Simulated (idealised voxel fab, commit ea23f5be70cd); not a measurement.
Proc. module: voxel self aligned contacts
Section shown: cut. Width: 280 nm. Cell size: 5 nm, square.
A cross-section is written here as square cells arranged in a grid, and it is given in bands from the top down, each band taking up one or more rows of cells.
Each band's line starts with the height of the band's top and of its bottom, in nm. Then come its materials from left to right, each with its width in nm. One material with "throughout" fills the band from edge to edge. "air" is empty space.
Below 0: as-received wafer, all one material; heights counted from there. Lowest band: no bottom, goes on down, written "top 0, no bottom".
The two numbers in a width such as "30->40" mark its ends across the band: the first belongs to the top row of cells, the second to the bottom row, and from each row to the next the width moves by the same amount.
The designation "all unchanged", where it is given for a processing step, indicates that no cell of the cross-section was altered in the course of that step.
The label "Closed void table" introduces a list of the empty spaces, 8 cells or larger, that have no open way up to the top; each entry in it reads width x height at distance, where the distance is taken from the left edge and all three are stated in nm.
Past the settings on a step's line: simulator remark, on that step.
What "overlay nm" on a step's line means: if the step has a mask, that mask lay this far to the right of its planned place, or, when the value is negative, to the left.

Planned step list for the process
1. RECEIVE, material Si
2. CONFORMAL_DEP, material SiO2, thk nm 5
3. DIRECTIONAL_DEP, material polySi, thk nm 25
4. DIRECTIONAL_DEP, material SiN, thk nm 20
5. PATTERN, tone cover, mask id GATE, material resist, width nm 30, pitch nm 55, thk nm 20, overlay nm 0
6. DIRECTIONAL_ETCH, etch materials SiN, depth nm 20
7. DIRECTIONAL_ETCH, etch materials polySi, depth nm 25
8. STRIP, etch materials resist
9. CONFORMAL_DEP, material SiN, thk nm 5
10. DIRECTIONAL_ETCH, etch materials SiN, depth nm 5
11. FILL_DEP, material SiO2, thk nm 10
12. CMP, height nm 55
13. PATTERN, tone open, mask id CONTACT, material resist, width nm 35, pitch nm 55, thk nm 15, overlay nm 0
14. DIRECTIONAL_ETCH, etch materials SiO2, depth nm 55
15. STRIP, etch materials resist
16. CONFORMAL_DEP, material TiN, thk nm 5
17. FILL_DEP, material W, thk nm 10
18. CMP, height nm 55
19. CONFORMAL_DEP, material SiN, thk nm 5

Cross-sectional view of the wafer in its as-received condition, corresponding to the state after step 1
  top 0, no bottom: Si throughout
  Closed void table: none

First wafer of two, sectioned at end of module; run went per plan
  top 60, bottom 55: SiN throughout
  top 55, bottom 50: 95 nm SiO2; 15 nm TiN; 5 nm W; 15 nm TiN; 20 nm SiO2; 15 nm TiN; 5 nm W; 15 nm TiN; 95 nm SiO2
  top 50, bottom 30: 65 nm SiO2; 40 nm SiN; 5 nm TiN; 5 nm W; 5 nm TiN; 40 nm SiN; 5 nm TiN; 5 nm W; 5 nm TiN; 40 nm SiN; 65 nm SiO2
  top 30, bottom 5: 65 nm SiO2; 5 nm SiN; 30 nm polySi; 5 nm SiN; 5 nm TiN; 5 nm W; 5 nm TiN; 5 nm SiN; 30 nm polySi; 5 nm SiN; 5 nm TiN; 5 nm W; 5 nm TiN; 5 nm SiN; 30 nm polySi; 5 nm SiN; 65 nm SiO2
  top 5, bottom 0: 105 nm SiO2; 15 nm TiN; 40 nm SiO2; 15 nm TiN; 105 nm SiO2
  top 0, no bottom: Si throughout
  Closed void table: none

Module end: cross-section of wafer two of two. Same start and process plan as the first wafer. One mistake during execution
  top 60, bottom 55: SiN throughout
  top 55, bottom 50: 65 nm SiO2; 40 nm SiN; 15 nm TiN; 40 nm SiN; 15 nm TiN; 40 nm SiN; 65 nm SiO2
  top 50, bottom 30: SiN throughout
  top 30, bottom 5: polySi throughout
  top 5, bottom 0: SiO2 throughout
  top 0, no bottom: Si throughout
  Closed void table: none
In executing the process, a mistake was made relative to the plan: in the plan, step 4 was performed twice
In the final state, the cell counts of the second wafer exceed or fall short of those of the first for the following materials: SiN: 122 more, SiO2: 244 fewer, TiN: 48 fewer, W: 20 fewer, polySi: 190 more
